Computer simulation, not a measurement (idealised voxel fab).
This section sets out a process module, namely voxel self aligned vias.
Square cell edge 5 nm, section width 260 nm, ID cut.
Cross-sections here: square-cell grids, written as top-down lists of bands, a band being one or more rows of cells. A band entry consists of two parts. The first gives the height of the band's top and the height of its bottom, in nm. The rest lists the band's materials from left to right, each with its width in nm. A single material labelled with the word "full width" fills the band from edge to edge, and the word "air" marks empty space. Measure heights from 0. That's the level where, below it, the as-received wafer is all one material. The lowest band is bottomless and extends downward; write it as in "0 down". A width such as "30->40" changes by the same amount from each row of cells to the next, from the band's top row to its bottom row. "remained unchanged" -> step changed no cross-section cell. For the entry "Voids, enclosed", the listed items are empty spaces with no open way to the top whose size is 8 cells or more; each item follows the pattern width x height at distance, where distance is from the left edge and all three are in nm. Formally, on a step line, whatever follows the settings is a remark that the simulator itself makes on the step. A step's line can hold "overlay nm"; with a mask on that step, the setting says how far right of the planned place the mask lay, while a negative setting says it lay to the left.

# Process steps foreseen in the plan
| 1 | RECEIVE, material Si |
| 2 | CONFORMAL_DEP, material SiO2, thk nm 10 |
| 3 | CONFORMAL_DEP, material SiCN, thk nm 5 |
| 4 | DIRECTIONAL_DEP, material lowk, thk nm 20 |
| 5 | DIRECTIONAL_DEP, material aC, thk nm 15 |
| 6 | PATTERN, tone open, mask id LINES, material resist, width nm 25, pitch nm 75, thk nm 35, overlay nm 0 |
| 7 | DIRECTIONAL_ETCH, etch materials aC, depth nm 15 |
| 8 | STRIP, etch materials resist |
| 9 | DIRECTIONAL_ETCH, etch materials lowk, depth nm 20 |
| 10 | STRIP, etch materials aC |
| 11 | CONFORMAL_DEP, material TiN, thk nm 5 |
| 12 | FILL_DEP, material W, thk nm 10 |
| 13 | CMP, height nm 35 |
| 14 | SELECTIVE_ETCH, etch materials W Ru TiN, depth nm 5 |
| 15 | FILL_DEP, material SiN, thk nm 10 |
| 16 | CMP, height nm 35 |
| 17 | DIRECTIONAL_DEP, material lowk, thk nm 15 |
| 18 | MASKED_ETCH, tone open, mask id VIAS, width nm 45, etch materials lowk, depth nm 15, overlay nm 0 |
| 19 | MASKED_ETCH, tone open, mask id VIAS, width nm 45, etch materials SiN, depth nm 5, overlay nm 0 |
| 20 | CONFORMAL_DEP, material TiN, thk nm 5 |
| 21 | FILL_DEP, material Cu, thk nm 5 |
| 22 | CMP, height nm 50 |
| 23 | CONFORMAL_DEP, material SiN, thk nm 5 |

# This is the cross-section of the wafer as we received it, i.e. after step 1
* 0 down  Si full width
* Voids, enclosed: none

# Cross-section, first of two wafers, end of module, run as planned
* 55 to 50  SiN full width
* 50 to 40  lowk 70; TiN 5; Cu 35; TiN 5; lowk 145
* 40 to 35  lowk 70; TiN 15; Cu 15; TiN 15; lowk 145
* 35 to 30  lowk 80; TiN 25; lowk 50; SiN 25; lowk 80
* 30 to 20  lowk 80; TiN 5; W 15; TiN 5; lowk 50; TiN 5; W 15; TiN 5; lowk 80
* 20 to 15  lowk 80; TiN 25; lowk 50; TiN 25; lowk 80
* 15 to 10  SiCN full width
* 10 to 0  SiO2 full width
* 0 down  Si full width
* Voids, enclosed: none

# What the second wafer looks like in cross-section once the module is done. Its start and its plan matched the first wafer's exactly; what differed was one mistake in how it was run
* 55 to 50  SiN full width
* 50 to 35  lowk 70; TiN 5; Cu 35; TiN 5; lowk 145
* 35 to 30  SiN 70; TiN 45; SiN 145
* 30 to 15  lowk 80; TiN 5; W 15; TiN 5; lowk 50; TiN 5; W 15; TiN 5; lowk 80
* 15 to 10  lowk 80; TiN 25; lowk 50; TiN 25; lowk 80
* 10 to 0  SiO2 full width
* 0 down  Si full width
* Voids, enclosed: none
Finding, execution versus plan: it should be noted that step 3 of the plan was omitted and was not performed
Bottom line after processing is that, in cells, the second wafer is up or down on some materials versus the first: +4 Cu | -52 SiCN | +38 SiN | +4 TiN | +6 W
